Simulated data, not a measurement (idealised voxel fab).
The name of this process module is voxel capacitor over wiring.
For reference, the cross-section in this document is cut, with width 160 nm and square cells of 5 nm.
Cross-section, as written here: a square-cell grid given band by band from the top down, where a band holds one or more rows of cells.
Top height, bottom height, nm. Materials left to right, width each, nm. Single material + "throughout" = fills band edge to edge. "empty" = empty.
Basically, 0 is our baseline, since under it the wafer straight out of the box is all one material. The bottom band has no lower end and keeps on going down, so it looks like "0 and below".
Note: "30..40" means the width goes from the first number (top row of the band) to the second number (bottom row) in equal steps per row of cells.
"everything unchanged" (step): cross-section cells unchanged, all of them.
"closed voids" lists enclosed empty spaces (at least 8 cells, no open path upward to the top), each as width x height at distance from the left edge, in nm.
That trailing text on a step's line, after the settings, is the simulator's own remark on the step.
The optional step-line setting "overlay nm" applies to steps with a mask and quantifies how far to the right of its planned location the mask lay, a negative value indicating leftward placement.

Below is the list of planned process steps:
1. RECEIVE | material Si
2. CONFORMAL_DEP | material SiO2 | thk nm 10
3. DIRECTIONAL_DEP | material TiN | thk nm 5
4. DIRECTIONAL_DEP | material Ru | thk nm 20
5. PATTERN | tone cover | mask id METAL_1 | material resist | width nm 25 | pitch nm 75 | thk nm 15 | overlay nm 0
6. DIRECTIONAL_ETCH | etch materials Ru | depth nm 20
7. DIRECTIONAL_ETCH | etch materials TiN | depth nm 5
8. STRIP | etch materials resist
9. CONFORMAL_DEP | material SiCN | thk nm 5
10. FILL_DEP | material lowk | thk nm 10
11. CMP | height nm 35
12. CONFORMAL_DEP | material SiCN | thk nm 5
13. DIRECTIONAL_DEP | material lowk | thk nm 10
14. PATTERN | tone open | mask id PLUG_1 | material resist | width nm 15 | thk nm 15 | overlay nm 0
15. DIRECTIONAL_ETCH | etch materials lowk | depth nm 10
16. DIRECTIONAL_ETCH | etch materials SiCN | depth nm 5
17. STRIP | etch materials resist
18. CONFORMAL_DEP | material TiN | thk nm 5
19. FILL_DEP | material Cu | thk nm 5
20. CMP | height nm 50
21. DIRECTIONAL_DEP | material TiN | thk nm 5
22. DIRECTIONAL_DEP | material Al2O3 | thk nm 5
23. DIRECTIONAL_DEP | material TiN | thk nm 10
24. MASKED_ETCH | tone cover | mask id UPPER_PLATE | width nm 55 | etch materials TiN | depth nm 10 | overlay nm 0
25. MASKED_ETCH | tone cover | mask id UPPER_PLATE | width nm 55 | etch materials Al2O3 | depth nm 5 | overlay nm 0
26. MASKED_ETCH | tone cover | mask id LOWER_PLATE | width nm 65 | etch materials TiN | depth nm 5 | overlay nm 0
27. FILL_DEP | material SiO2 | thk nm 15
28. CMP | height nm 80
29. DIRECTIONAL_DEP | material aC | thk nm 15
30. PATTERN | tone open | mask id PLUG_2 | material resist | width nm 15 | thk nm 35 | overlay nm 0
31. DIRECTIONAL_ETCH | etch materials aC | depth nm 15
32. STRIP | etch materials resist
33. DIRECTIONAL_ETCH | etch materials SiO2 | depth nm 10
34. STRIP | etch materials aC
35. CONFORMAL_DEP | material TiN | thk nm 5
36. FILL_DEP | material Cu | thk nm 10
37. CMP | height nm 80
38. CONFORMAL_DEP | material SiCN | thk nm 5

Cross-section of the wafer as it came to us, i.e., already through step 1:
> 0 and below  Si throughout
> closed voids: none

Looking at the first of two wafers in cross-section at end of module - ran to plan:
> 85 down to 80  SiCN throughout
> 80 down to 75  SiO2 50 | TiN 5 | Cu 5 | TiN 5 | SiO2 95
> 75 down to 70  SiO2 50 | TiN 15 | SiO2 95
> 70 down to 60  SiO2 40 | TiN 55 | SiO2 65
> 60 down to 55  SiO2 40 | Al2O3 55 | SiO2 65
> 55 down to 50  SiO2 35 | TiN 65 | SiO2 60
> 50 down to 40  lowk 40 | TiN 5 | Cu 5 | TiN 5 | lowk 105
> 40 down to 35  SiCN 40 | TiN 15 | SiCN 105
> 35 down to 15  lowk 25 | SiCN 5 | Ru 25 | SiCN 5 | lowk 40 | SiCN 5 | Ru 25 | SiCN 5 | lowk 25
> 15 down to 10  SiCN 30 | TiN 25 | SiCN 50 | TiN 25 | SiCN 30
> 10 down to 0  SiO2 throughout
> 0 and below  Si throughout
> closed voids: none

Cross-sectional view: second of two wafers, end of module; start and plan identical to the first, one mistake in running:
> 85 down to 80  SiCN throughout
> 80 down to 75  SiO2 50 | TiN 5 | Cu 5 | TiN 5 | SiO2 95
> 75 down to 70  SiO2 50 | TiN 15 | SiO2 95
> 70 down to 65  SiO2 throughout
> 65 down to 55  SiO2 40 | TiN 55 | SiO2 65
> 55 down to 50  SiO2 35 | TiN 65 | SiO2 60
> 50 down to 40  lowk 40 | TiN 5 | Cu 5 | TiN 5 | lowk 105
> 40 down to 35  SiCN 40 | TiN 15 | SiCN 105
> 35 down to 15  lowk 25 | SiCN 5 | Ru 25 | SiCN 5 | lowk 40 | SiCN 5 | Ru 25 | SiCN 5 | lowk 25
> 15 down to 10  SiCN 30 | TiN 25 | SiCN 50 | TiN 25 | SiCN 30
> 10 down to 0  SiO2 throughout
> 0 and below  Si throughout
> closed voids: none
Which mistake was made when the wafer was run? step 22 of the plan: omitted, not performed
FYI, end of process, the second wafer has more or fewer cells of some materials than the first: Al2O3: 11 fewer, SiO2: 11 more
